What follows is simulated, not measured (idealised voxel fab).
The process module presented herein is designated voxel self aligned contacts.
We display cut, a cross-section 220 nm in width whose square cells are each 5 nm.
Reading order for cross-sections: top band down to bottom band. Underlying form: a grid of square cells. Band size: one or more rows of cells. Band: top height; bottom height; in nm. Then, left to right: material with width in nm, for each material. "everywhere": a single material spanning edge to edge. "blank": empty space. Heights are reckoned from 0. Under this level, the received wafer is all of one material. The bottommost band is open-ended downward, for example "z 0 and below". Width spec "30..40" -> top row of cells at first value, bottom row at second value, equal per-row change in between. "everything unchanged" (step): cross-section cells unchanged, all of them. If an empty space has no open way to the top and is at least 8 cells in size, "Closed void inventory" lists it, written width x height at distance, where distance is measured from the left edge and every value is in nm. If you see something after the settings on a step's line, that's the simulator's own remark about that step. overlay nm: where the mask lay relative to plan, measured to the right, on steps with a mask; negatives go left.

List of planned process steps:
1 RECEIVE, material Si
2 CONFORMAL_DEP, material SiO2, thk nm 5
3 DIRECTIONAL_DEP, material polySi, thk nm 25
4 DIRECTIONAL_DEP, material SiN, thk nm 15
5 MASKED_ETCH, tone cover, mask id GATE, width nm 35, pitch nm 70, etch materials SiN, depth nm 15, overlay nm 0
6 MASKED_ETCH, tone cover, mask id GATE, width nm 35, pitch nm 70, etch materials polySi, depth nm 25, overlay nm 0
7 CONFORMAL_DEP, material SiN, thk nm 5
8 DIRECTIONAL_ETCH, etch materials SiN, depth nm 5
9 FILL_DEP, material SiO2, thk nm 10
10 CMP, height nm 50
11 PATTERN, tone open, mask id CONTACT, material resist, width nm 45, thk nm 15, overlay nm 0
12 DIRECTIONAL_ETCH, etch materials SiO2, depth nm 50
13 STRIP, etch materials resist
14 CONFORMAL_DEP, material TiN, thk nm 5
15 FILL_DEP, material Ru, thk nm 10
16 CMP, height nm 50
17 CONFORMAL_DEP, material SiN, thk nm 5

As-received state of the wafer in cross-section, equivalent to post-step 1:
    z 0 and below: Si everywhere
    Closed void inventory: none

As-planned run: cross-section of the first of two wafers at end of module:
    z 55 to 50: SiN everywhere
    z 50 to 45: SiO2 85 | TiN 15 | Ru 15 | TiN 15 | SiO2 90
    z 45 to 30: SiO2 50 | SiN 45 | TiN 5 | Ru 15 | TiN 5 | SiN 45 | SiO2 55
    z 30 to 5: SiO2 50 | SiN 5 | polySi 35 | SiN 5 | TiN 5 | Ru 15 | TiN 5 | SiN 5 | polySi 35 | SiN 5 | SiO2 55
    z 5 to 0: SiO2 95 | TiN 25 | SiO2 100
    z 0 and below: Si everywhere
    Closed void inventory: none

Here's the second of our two wafers sectioned at module end. Same start as the first, same plan, but one mistake got made running it:
    z 55 to 50: SiN everywhere
    z 50 to 45: SiO2 85 | TiN 15 | Ru 15 | TiN 15 | SiO2 90
    z 45 to 25: SiO2 50 | SiN 5 | polySi 35 | SiN 5 | TiN 5 | Ru 15 | TiN 5 | SiN 5 | polySi 35 | SiN 5 | SiO2 55
    z 25 to 20: SiO2 50 | SiN 5 | polySi 35 | SiN 5 | TiN 25 | SiN 5 | polySi 35 | SiN 5 | SiO2 55
    z 20 to 5: SiN everywhere
    z 5 to 0: SiO2 everywhere
    z 0 and below: Si everywhere
    Closed void inventory: none
In executing the process, a mistake was made relative to the plan: it was found that steps 3 and 4 of the process plan had been performed in exchanged positions
Once processing is complete, comparing cell counts shows that the second wafer has more or fewer of certain materials than the first: -12 Ru | +78 SiN | -58 SiO2 | -8 TiN
